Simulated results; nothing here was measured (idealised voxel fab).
Process module name: voxel wiring stack
Section shown: cut. Width: 295 nm. Cell size: 5 nm, square.
How to read a cross-section here: the picture is a grid of square cells, written as bands going from the top down, and any band can span one or more rows of cells.
For a band, the entry starts with two heights in nm, that of the top and then that of the bottom, and carries on with the band's materials in order from left to right, each alongside its width in nm; the word "all across" beside a single material means it fills the band edge to edge, and "air" means empty space.
Heights from 0 (as-received wafer is one material below). Bottom band endless downward, as "0 nm and below".
The width entry "30..40" should be interpreted row by row: the top row of cells in the band takes the first number, the bottom row takes the second number, and the change between adjacent rows is uniform throughout.
Step note "remained the same" = no cross-section cell changed.
"Sealed cavities" - sealed voids, min. 8 cells, no opening to top; format: width x height at distance (distance from left edge; nm throughout).
Read whatever lies past the settings on a step's line as the simulator's own remark about the step.
overlay nm: right-of-plan distance of the mask on a masked step; negative values mean left-of-plan.
### The following list gives the planned process steps
1,op RECEIVE | material Si
2,op CONFORMAL_DEP | material SiO2 | thk nm 10
3,op DIRECTIONAL_DEP | material TiN | thk nm 5
4,op DIRECTIONAL_DEP | material Ru | thk nm 25
5,op MASKED_ETCH | tone cover | mask id METAL_1 | width nm 30 | pitch nm 55 | etch materials Ru | depth nm 25 | overlay nm 0
6,op MASKED_ETCH | tone cover | mask id METAL_1 | width nm 30 | pitch nm 55 | etch materials TiN | depth nm 5 | overlay nm 0
7,op FILL_DEP | material SiO2 | thk nm 10
8,op CMP | height nm 40
9,op CONFORMAL_DEP | material SiCN | thk nm 5
10,op DIRECTIONAL_DEP | material lowk | thk nm 20
11,op PATTERN | tone open | mask id PLUG_1 | material resist | width nm 15 | pitch nm 110 | thk nm 20 | overlay nm 0
12,op DIRECTIONAL_ETCH | etch materials lowk | depth nm 20
13,op DIRECTIONAL_ETCH | etch materials SiCN | depth nm 5
14,op STRIP | etch materials resist
15,op EPI | material Ru | thk nm 10
16,op EPI | material Ru | thk nm 10
17,op EPI | material Ru | thk nm 5
18,op DIRECTIONAL_DEP | material TiN | thk nm 5
19,op DIRECTIONAL_DEP | material W | thk nm 20
20,op DIRECTIONAL_DEP | material aC | thk nm 15
21,op PATTERN | tone cover | mask id METAL_2 | material resist | width nm 30 | pitch nm 55 | thk nm 35 | overlay nm 0
22,op DIRECTIONAL_ETCH | etch materials aC | depth nm 15
23,op STRIP | etch materials resist
24,op DIRECTIONAL_ETCH | etch materials W | depth nm 20
25,op DIRECTIONAL_ETCH | etch materials TiN | depth nm 5
26,op STRIP | etch materials aC
27,op FILL_DEP | material SiO2 | thk nm 5
28,op CMP | height nm 90
29,op CONFORMAL_DEP | material SiCN | thk nm 5
### First wafer, two in total, run as planned
### Cross-sectional view of the wafer in its as-received condition, corresponding to the state after step 1
	0 nm and below: Si all across
	Sealed cavities: none
### Presented here is a cross-section of the wafer after step 2 has been performed
	10 nm to 0 nm: SiO2 all across
	Below 0 it's all the same as before, nothing changed down there.
### Presented here is a cross-section of the wafer after step 3 has been performed
	15 nm to 10 nm: TiN all across
	Below 10 it's all the same as before, nothing changed down there.
### Presented here is a cross-section of the wafer after step 4 has been performed
	40 nm to 15 nm: Ru all across
	Below 15 it's all the same as before, nothing changed down there.
### Presented here is a cross-section of the wafer after step 5 has been performed
	40 nm to 15 nm: 75 air  30 Ru  25 air  30 Ru  25 air  30 Ru  80 air
	Below 15 it's all the same as before, nothing changed down there.
### Presented here is a cross-section of the wafer after step 6 has been performed
	40 nm to 15 nm: 75 air  30 Ru  25 air  30 Ru  25 air  30 Ru  80 air
	15 nm to 10 nm: 75 air  30 TiN  25 air  30 TiN  25 air  30 TiN  80 air
	Below 10 it's all the same as before, nothing changed down there.
### Presented here is a cross-section of the wafer after step 7 has been performed
	50 nm to 40 nm: SiO2 all across
	40 nm to 15 nm: 75 SiO2  30 Ru  25 SiO2  30 Ru  25 SiO2  30 Ru  80 SiO2
	15 nm to 10 nm: 75 SiO2  30 TiN  25 SiO2  30 TiN  25 SiO2  30 TiN  80 SiO2
	Below 10 it's all the same as before, nothing changed down there.
### Presented here is a cross-section of the wafer after step 8 has been performed
	40 nm to 15 nm: 75 SiO2  30 Ru  25 SiO2  30 Ru  25 SiO2  30 Ru  80 SiO2
	Below 15 it's all the same as before, nothing changed down there.
### Presented here is a cross-section of the wafer after step 9 has been performed
	45 nm to 40 nm: SiCN all across
	Below 40 it's all the same as before, nothing changed down there.
### Presented here is a cross-section of the wafer after step 10 has been performed
	65 nm to 45 nm: lowk all across
	Below 45 it's all the same as before, nothing changed down there.
### Presented here is a cross-section of the wafer after step 11 has been performed
	85 nm to 65 nm: 75 resist  15 air  95 resist  15 air  95 resist
	Below 65 it's all the same as before, nothing changed down there.
### Presented here is a cross-section of the wafer after step 12 has been performed
	85 nm to 65 nm: 75 resist  15 air  95 resist  15 air  95 resist
	65 nm to 45 nm: 75 lowk  15 air  95 lowk  15 air  95 lowk
	Below 45 it's all the same as before, nothing changed down there.
### Presented here is a cross-section of the wafer after step 13 has been performed
	85 nm to 65 nm: 75 resist  15 air  95 resist  15 air  95 resist
	65 nm to 45 nm: 75 lowk  15 air  95 lowk  15 air  95 lowk
	45 nm to 40 nm: 75 SiCN  15 air  95 SiCN  15 air  95 SiCN
	Below 40 it's all the same as before, nothing changed down there.
### Presented here is a cross-section of the wafer after step 14 has been performed
	65 nm to 45 nm: 75 lowk  15 air  95 lowk  15 air  95 lowk
	Below 45 it's all the same as before, nothing changed down there.
### Presented here is a cross-section of the wafer after step 15 has been performed
	65 nm to 50 nm: 75 lowk  15 air  95 lowk  15 air  95 lowk
	50 nm to 45 nm: 75 lowk  15 Ru  95 lowk  15 Ru  95 lowk
	45 nm to 40 nm: 75 SiCN  15 Ru  95 SiCN  15 Ru  95 SiCN
	Below 40 it's all the same as before, nothing changed down there.
### Presented here is a cross-section of the wafer after step 16 has been performed
	65 nm to 60 nm: 75 lowk  15 air  95 lowk  15 air  95 lowk
	60 nm to 45 nm: 75 lowk  15 Ru  95 lowk  15 Ru  95 lowk
	Below 45 it's all the same as before, nothing changed down there.
### Presented here is a cross-section of the wafer after step 17 has been performed
	65 nm to 45 nm: 75 lowk  15 Ru  95 lowk  15 Ru  95 lowk
	Below 45 it's all the same as before, nothing changed down there.
### Presented here is a cross-section of the wafer after step 18 has been performed
	70 nm to 65 nm: TiN all across
	Below 65 it's all the same as before, nothing changed down there.
### Presented here is a cross-section of the wafer after step 19 has been performed
	90 nm to 70 nm: W all across
	Below 70 it's all the same as before, nothing changed down there.
### Presented here is a cross-section of the wafer after step 20 has been performed
	105 nm to 90 nm: aC all across
	Below 90 it's all the same as before, nothing changed down there.
### Presented here is a cross-section of the wafer after step 21 has been performed
	140 nm to 105 nm: 75 air  30 resist  25 air  30 resist  25 air  30 resist  80 air
	Below 105 it's all the same as before, nothing changed down there.
### Presented here is a cross-section of the wafer after step 22 has been performed
	125 nm to 105 nm: 75 air  30 resist  25 air  30 resist  25 air  30 resist  80 air
	105 nm to 90 nm: 75 air  30 aC  25 air  30 aC  25 air  30 aC  80 air
	Below 90 it's all the same as before, nothing changed down there.
### Presented here is a cross-section of the wafer after step 23 has been performed
	105 nm to 90 nm: 75 air  30 aC  25 air  30 aC  25 air  30 aC  80 air
	Below 90 it's all the same as before, nothing changed down there.
### Presented here is a cross-section of the wafer after step 24 has been performed
	105 nm to 90 nm: 75 air  30 aC  25 air  30 aC  25 air  30 aC  80 air
	90 nm to 70 nm: 75 air  30 W  25 air  30 W  25 air  30 W  80 air
	Below 70 it's all the same as before, nothing changed down there.
### Presented here is a cross-section of the wafer after step 25 has been performed
	105 nm to 90 nm: 75 air  30 aC  25 air  30 aC  25 air  30 aC  80 air
	90 nm to 70 nm: 75 air  30 W  25 air  30 W  25 air  30 W  80 air
	70 nm to 65 nm: 75 air  30 TiN  25 air  30 TiN  25 air  30 TiN  80 air
	Below 65 it's all the same as before, nothing changed down there.
### Presented here is a cross-section of the wafer after step 26 has been performed
	90 nm to 70 nm: 75 air  30 W  25 air  30 W  25 air  30 W  80 air
	Below 70 it's all the same as before, nothing changed down there.
### Presented here is a cross-section of the wafer after step 27 has been performed
	95 nm to 90 nm: SiO2 all across
	90 nm to 70 nm: 75 SiO2  30 W  25 SiO2  30 W  25 SiO2  30 W  80 SiO2
	70 nm to 65 nm: 75 SiO2  30 TiN  25 SiO2  30 TiN  25 SiO2  30 TiN  80 SiO2
	Below 65 it's all the same as before, nothing changed down there.
### Presented here is a cross-section of the wafer after step 28 has been performed
	90 nm to 70 nm: 75 SiO2  30 W  25 SiO2  30 W  25 SiO2  30 W  80 SiO2
	Below 70 it's all the same as before, nothing changed down there.
### Presented here is a cross-section of the wafer after step 29 has been performed
	95 nm to 90 nm: SiCN all across
	Below 90 it's all the same as before, nothing changed down there.
### Second wafer, same starting state and plan as the first, one mistake in the run, identical through step 17
### Look at the second wafer in cross-section at the time step 18 ought to have finished
	85 nm to 65 nm: W all across
	Below 65 it's all the same as before, nothing changed down there.
### Look at the second wafer in cross-section at the time step 19 ought to have finished
	90 nm to 85 nm: TiN all across
	Below 85 it's all the same as before, nothing changed down there.
### Look at the second wafer in cross-section at the time step 20 ought to have finished
	105 nm to 90 nm: aC all across
	Below 90 it's all the same as before, nothing changed down there.
### Look at the second wafer in cross-section at the time step 21 ought to have finished
	140 nm to 105 nm: 75 air  30 resist  25 air  30 resist  25 air  30 resist  80 air
	Below 105 it's all the same as before, nothing changed down there.
### Look at the second wafer in cross-section at the time step 22 ought to have finished
	125 nm to 105 nm: 75 air  30 resist  25 air  30 resist  25 air  30 resist  80 air
	105 nm to 90 nm: 75 air  30 aC  25 air  30 aC  25 air  30 aC  80 air
	Below 90 it's all the same as before, nothing changed down there.
### Look at the second wafer in cross-section at the time step 23 ought to have finished
	105 nm to 90 nm: 75 air  30 aC  25 air  30 aC  25 air  30 aC  80 air
	Below 90 it's all the same as before, nothing changed down there.
Look at the second wafer in cross-section at the time step 24 ought to have finished: remained the same
### Look at the second wafer in cross-section at the time step 25 ought to have finished
	105 nm to 90 nm: 75 air  30 aC  25 air  30 aC  25 air  30 aC  80 air
	90 nm to 85 nm: 75 air  30 TiN  25 air  30 TiN  25 air  30 TiN  80 air
	Below 85 it's all the same as before, nothing changed down there.
### Look at the second wafer in cross-section at the time step 26 ought to have finished
	90 nm to 85 nm: 75 air  30 TiN  25 air  30 TiN  25 air  30 TiN  80 air
	Below 85 it's all the same as before, nothing changed down there.
### Look at the second wafer in cross-section at the time step 27 ought to have finished
	95 nm to 90 nm: SiO2 all across
	90 nm to 85 nm: 75 SiO2  30 TiN  25 SiO2  30 TiN  25 SiO2  30 TiN  80 SiO2
	Below 85 it's all the same as before, nothing changed down there.
### Look at the second wafer in cross-section at the time step 28 ought to have finished
	90 nm to 85 nm: 75 SiO2  30 TiN  25 SiO2  30 TiN  25 SiO2  30 TiN  80 SiO2
	Below 85 it's all the same as before, nothing changed down there.
### Look at the second wafer in cross-section at the time step 29 ought to have finished
	95 nm to 90 nm: SiCN all across
	Below 90 it's all the same as before, nothing changed down there.
In executing the process, a mistake was made relative to the plan: so 18 and 19 got swapped relative to the plan, each ran where the other was supposed to
FYI, end of process, the second wafer has more or fewer cells of some materials than the first: 164 fewer of SiO2; 164 more of W
